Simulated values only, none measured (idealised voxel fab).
The process module presented herein is designated voxel transistor to metal.
Section cut is 140 nm wide and gridded with 5 nm square cells.
Cross-section, as written here: a square-cell grid given band by band from the top down, where a band holds one or more rows of cells.
Look at the band entry: it leads with the top's height and the bottom's height in nm. Then it lists the materials left to right, with a width in nm for each. The word "throughout" on a single material says that material fills the band edge to edge. The word "air" is empty space.
Below 0: as-received wafer, all one material; heights counted from there. Lowest band: no bottom, goes on down, written "0 and below".
When a width is written as two numbers, as in "30..40", the first number is the width in the top row of cells of the band and the second is the width in its bottom row, and the width changes by the same amount from each row to the next.
For the purposes of this document, the phrase "remained unchanged" attached to a step denotes that no cell within the cross-section was modified by that step.
Closed void roster: empty space of 8 cells or more with no open way to the top, each as width x height at its distance from the left edge, in nm
Past the settings on a step's line: simulator remark, on that step.
The line of a step may include "overlay nm". On a step with a mask, this value is how far to the right of its planned place the mask lay. A negative value means the mask lay to the left.
Process steps foreseen in the plan:
1 RECEIVE [material Si]
2 OXIDIZE [depth nm 5]
3 CONFORMAL_DEP [material SiN] [thk nm 15]
4 DIRECTIONAL_DEP [material aC] [thk nm 15]
5 PATTERN [tone cover] [mask id ACTIVE] [material resist] [width nm 105] [thk nm 30] [overlay nm 0]
6 DIRECTIONAL_ETCH [etch materials aC] [depth nm 15]
7 STRIP [etch materials resist]
8 DIRECTIONAL_ETCH [etch materials SiN] [depth nm 15]
9 DIRECTIONAL_ETCH [etch materials SiO2] [depth nm 5]
10 DIRECTIONAL_ETCH [etch materials Si] [depth nm 20]
11 STRIP [etch materials aC]
12 OXIDIZE [depth nm 5]
13 FILL_DEP [material SiO2] [thk nm 5]
14 CMP [height nm 15]
15 SELECTIVE_ETCH [etch materials SiO2] [depth nm 10]
16 STRIP [etch materials SiN]
17 SELECTIVE_ETCH [etch materials SiO2] [depth nm 5]
18 OXIDIZE [depth nm 5]
19 DIRECTIONAL_DEP [material polySi] [thk nm 30]
20 DIRECTIONAL_DEP [material SiCN] [thk nm 15]
21 PATTERN [tone cover] [mask id GATE] [material resist] [width nm 15] [thk nm 20] [overlay nm 0]
22 DIRECTIONAL_ETCH [etch materials SiCN] [depth nm 25]
23 DIRECTIONAL_ETCH [etch materials polySi] [depth nm 40]
24 STRIP [etch materials resist]
25 CONFORMAL_DEP [material SiN] [thk nm 5]
26 DIRECTIONAL_ETCH [etch materials SiN] [depth nm 5]
27 DIRECTIONAL_ETCH [etch materials SiO2] [depth nm 5]
28 DIRECTIONAL_ETCH [etch materials Si] [depth nm 15]
29 EPI [material nSi] [thk nm 15]
30 FILL_DEP [material SiO2] [thk nm 5]
31 CMP [height nm 40]
32 DIRECTIONAL_DEP [material SiO2] [thk nm 10]
33 MASKED_ETCH [tone open] [mask id CONTACT] [width nm 20] [pitch nm 75] [etch materials SiO2] [depth nm 60] [overlay nm 0]
34 CONFORMAL_DEP [material TiN] [thk nm 5]
35 FILL_DEP [material Ru] [thk nm 5]
36 CMP [height nm 50]
37 DIRECTIONAL_DEP [material TiN] [thk nm 5]
38 DIRECTIONAL_DEP [material Ru] [thk nm 20]
39 DIRECTIONAL_DEP [material aC] [thk nm 15]
40 PATTERN [tone cover] [mask id METAL_1] [material resist] [width nm 20] [pitch nm 75] [thk nm 35] [overlay nm 0]
41 DIRECTIONAL_ETCH [etch materials aC] [depth nm 15]
42 STRIP [etch materials resist]
43 DIRECTIONAL_ETCH [etch materials Ru] [depth nm 20]
44 DIRECTIONAL_ETCH [etch materials TiN] [depth nm 5]
45 STRIP [etch materials aC]
46 CONFORMAL_DEP [material SiCN] [thk nm 5]
47 FILL_DEP [material lowk] [thk nm 10]
48 CMP [height nm 75]
49 CONFORMAL_DEP [material SiN] [thk nm 5]
Be aware that, although all wafers share a common starting state, the width nm at step 21 differs among them, and the plan displays the first wafer's value.
Cross-section of the first of several wafers as received (after step 1):
0 and below | Si throughout
Closed void roster: none
The figure below presents a cross-section of the first of several wafers at the conclusion of the module, following its last step, step 49:
80 down to 75 | SiN throughout
75 down to 55 | 15 nm lowk; 5 nm SiCN; 20 nm Ru; 5 nm SiCN; 45 nm lowk; 5 nm SiCN; 20 nm Ru; 5 nm SiCN; 20 nm lowk
55 down to 50 | 20 nm SiCN; 20 nm TiN; 55 nm SiCN; 20 nm TiN; 25 nm SiCN
50 down to 40 | 20 nm SiO2; 5 nm TiN; 10 nm Ru; 5 nm TiN; 55 nm SiO2; 5 nm TiN; 10 nm Ru; 5 nm TiN; 25 nm SiO2
40 down to 25 | 20 nm SiO2; 5 nm TiN; 10 nm Ru; 5 nm TiN; 15 nm SiO2; 5 nm SiN; 15 nm SiCN; 5 nm SiN; 15 nm SiO2; 5 nm TiN; 10 nm Ru; 5 nm TiN; 25 nm SiO2
25 down to 5 | 20 nm SiO2; 5 nm TiN; 10 nm Ru; 5 nm TiN; 15 nm SiO2; 5 nm SiN; 15 nm polySi; 5 nm SiN; 15 nm SiO2; 5 nm TiN; 10 nm Ru; 5 nm TiN; 25 nm SiO2
5 down to 0 | 20 nm SiO2; 5 nm TiN; 10 nm Ru; 5 nm TiN; 15 nm nSi; 5 nm SiN; 15 nm polySi; 5 nm SiN; 15 nm nSi; 5 nm TiN; 10 nm Ru; 5 nm TiN; 25 nm SiO2
0 down to -5 | 10 nm SiO2; 5 nm SiN; 5 nm SiO2; 5 nm TiN; 10 nm Ru; 5 nm TiN; 15 nm nSi; 5 nm SiN; 15 nm polySi; 5 nm SiN; 15 nm nSi; 5 nm TiN; 10 nm Ru; 5 nm TiN; 5 nm SiO2; 5 nm SiN; 15 nm SiO2
-5 down to -10 | 20 nm SiO2; 20 nm TiN; 15 nm nSi; 25 nm SiO2; 15 nm nSi; 20 nm TiN; 25 nm SiO2
-10 down to -25 | 20 nm SiO2; 35 nm nSi; 25 nm Si; 35 nm nSi; 25 nm SiO2
-25 down to -30 | 20 nm SiO2; 95 nm Si; 25 nm SiO2
-30 and below | Si throughout
Closed void roster: none
last wafer at the end:
80 down to 75 | SiN throughout
75 down to 55 | 15 nm lowk; 5 nm SiCN; 20 nm Ru; 5 nm SiCN; 45 nm lowk; 5 nm SiCN; 20 nm Ru; 5 nm SiCN; 20 nm lowk
55 down to 50 | 20 nm SiCN; 20 nm TiN; 55 nm SiCN; 20 nm TiN; 25 nm SiCN
50 down to 40 | 20 nm SiO2; 5 nm TiN; 10 nm Ru; 5 nm TiN; 55 nm SiO2; 5 nm TiN; 10 nm Ru; 5 nm TiN; 25 nm SiO2
40 down to 25 | 20 nm SiO2; 5 nm TiN; 10 nm Ru; 5 nm TiN; 5 nm SiO2; 5 nm SiN; 40 nm SiCN; 5 nm SiN; 5 nm TiN; 10 nm Ru; 5 nm TiN; 25 nm SiO2
25 down to 10 | 20 nm SiO2; 5 nm TiN; 10 nm Ru; 5 nm TiN; 5 nm SiO2; 5 nm SiN; 40 nm polySi; 5 nm SiN; 5 nm TiN; 10 nm Ru; 5 nm TiN; 25 nm SiO2
10 down to 5 | 20 nm SiO2; 20 nm TiN; 5 nm SiO2; 5 nm SiN; 40 nm polySi; 5 nm SiN; 20 nm TiN; 25 nm SiO2
5 down to 0 | 20 nm SiO2; 10 nm TiN; 15 nm nSi; 5 nm SiN; 40 nm polySi; 5 nm SiN; 15 nm nSi; 5 nm TiN; 25 nm SiO2
0 down to -5 | 10 nm SiO2; 5 nm SiN; 5 nm SiO2; 10 nm TiN; 15 nm nSi; 5 nm SiN; 40 nm polySi; 5 nm SiN; 15 nm nSi; 5 nm TiN; 5 nm SiO2; 5 nm SiN; 15 nm SiO2
-5 down to -10 | 20 nm SiO2; 10 nm TiN; 15 nm nSi; 50 nm SiO2; 15 nm nSi; 5 nm TiN; 25 nm SiO2
-10 down to -25 | 20 nm SiO2; 25 nm nSi; 50 nm Si; 20 nm nSi; 25 nm SiO2
-25 down to -30 | 20 nm SiO2; 95 nm Si; 25 nm SiO2
-30 and below | Si throughout
Closed void roster: none
Here is how to read the rows: every wafer has a row, and it shows the wafer at the end of the module, giving for each material how many cells were gained (+) or lost (-) since the wafer was received, then listing its closed voids:
width nm 15 | +76 Ru | -134 Si | +45 SiCN | +48 SiN | +211 SiO2 | +60 TiN | +64 lowk | +60 nSi | +18 polySi | Closed void roster: none
width nm 20 | +73 Ru | -131 Si | +48 SiCN | +48 SiN | +205 SiO2 | +60 TiN | +64 lowk | +57 nSi | +24 polySi | Closed void roster: none
width nm 25 | +70 Ru | -128 Si | +51 SiCN | +48 SiN | +199 SiO2 | +60 TiN | +64 lowk | +54 nSi | +30 polySi | Closed void roster: none
width nm 30 | +67 Ru | -125 Si | +54 SiCN | +48 SiN | +193 SiO2 | +60 TiN | +64 lowk | +51 nSi | +36 polySi | Closed void roster: none
width nm 35 | +64 Ru | -122 Si | +57 SiCN | +48 SiN | +187 SiO2 | +60 TiN | +64 lowk | +48 nSi | +42 polySi | Closed void roster: none
width nm 40 | +64 Ru | -119 Si | +60 SiCN | +48 SiN | +181 SiO2 | +57 TiN | +64 lowk | +45 nSi | +48 polySi | Closed void roster: none
